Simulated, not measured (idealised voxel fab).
Process module heading - voxel plated lines
Cross-section cut spans 235 nm and uses square cells 5 nm in size.
Think of the cross-section as a grid of square cells. We describe it in bands, top to bottom, and each band covers one or more rows of those cells.
Basically the band line says how high the top is and how high the bottom is, in nm, and then what's in it from left to right, every material with its width in nm. Empty space shows up as "empty", and if a single material carries "edge to edge" it runs the full band edge to edge.
Heads up on the height convention: 0 is the point under which the incoming wafer is all one material, and the lowest band has no bottom, it just keeps going down, like "0 and below".
When a width is written as two numbers, as in "30..40", the first number is the width in the top row of cells of the band and the second is the width in its bottom row, and the width changes by the same amount from each row to the next.
"nothing altered" for a step: no cell of the cross-section changed in that step.
"Enclosed internal voids" specifies each empty space that is not open to the top and that occupies no fewer than 8 cells, using the form width x height at distance, the distance measured from the left edge and all three quantities in nm.
Whatever follows a step's settings on its line is a remark the simulator itself makes about that step.
overlay nm: where the mask lay relative to plan, measured to the right, on steps with a mask; negatives go left.
## The following list gives the planned process steps
1: RECEIVE | material Si
2: CONFORMAL_DEP | material Al2O3 | thk nm 5
3: DIRECTIONAL_DEP | material TiN | thk nm 5
4: PATTERN | tone open | mask id LINES | material resist | width nm 25 | pitch nm 55 | thk nm 30 | overlay nm 0
5: EPI | material Ru | thk nm 5
6: EPI | material Ru | thk nm 5
7: STRIP | etch materials resist
8: DIRECTIONAL_ETCH | etch materials TiN | depth nm 5
9: CONFORMAL_DEP | material SiN | thk nm 10
## Incoming wafer, cross-sectional view, post step 1
0 and below  Si edge to edge
Enclosed internal voids: none
## Cross-section taken at module completion on the first of two wafers; processed per the plan
30 down to 20  empty (10) | SiN (45) | empty (10) | SiN (45) | empty (10) | SiN (45) | empty (10) | SiN (45) | empty (15)
20 down to 15  empty (10) | SiN (10) | Ru (25) | SiN (10) | empty (10) | SiN (10) | Ru (25) | SiN (10) | empty (10) | SiN (10) | Ru (25) | SiN (10) | empty (10) | SiN (10) | Ru (25) | SiN (10) | empty (15)
15 down to 10  SiN (20) | Ru (25) | SiN (30) | Ru (25) | SiN (30) | Ru (25) | SiN (30) | Ru (25) | SiN (25)
10 down to 5  SiN (20) | TiN (25) | SiN (30) | TiN (25) | SiN (30) | TiN (25) | SiN (30) | TiN (25) | SiN (25)
5 down to 0  Al2O3 edge to edge
0 and below  Si edge to edge
Enclosed internal voids: none
## The second wafer, shown in cross-section after the module: started the same way as the first and given the same plan, yet one mistake crept into how it was run
35 down to 20  empty (5) | SiN (220) | empty (10)
20 down to 10  SiN (20) | Ru (25) | SiN (30) | Ru (25) | SiN (30) | Ru (25) | SiN (30) | Ru (25) | SiN (25)
10 down to 5  SiN (20) | TiN (25) | SiN (30) | TiN (25) | SiN (30) | TiN (25) | SiN (30) | TiN (25) | SiN (25)
5 down to 0  Al2O3 edge to edge
0 and below  Si edge to edge
Enclosed internal voids: none
It is concluded that the wafer was processed incorrectly with respect to the plan, in that rather than as planned, step 9 actually ran as CONFORMAL_DEP | material SiN | thk nm 15
FYI, end of process, the second wafer has more or fewer cells of some materials than the first: SiN +71
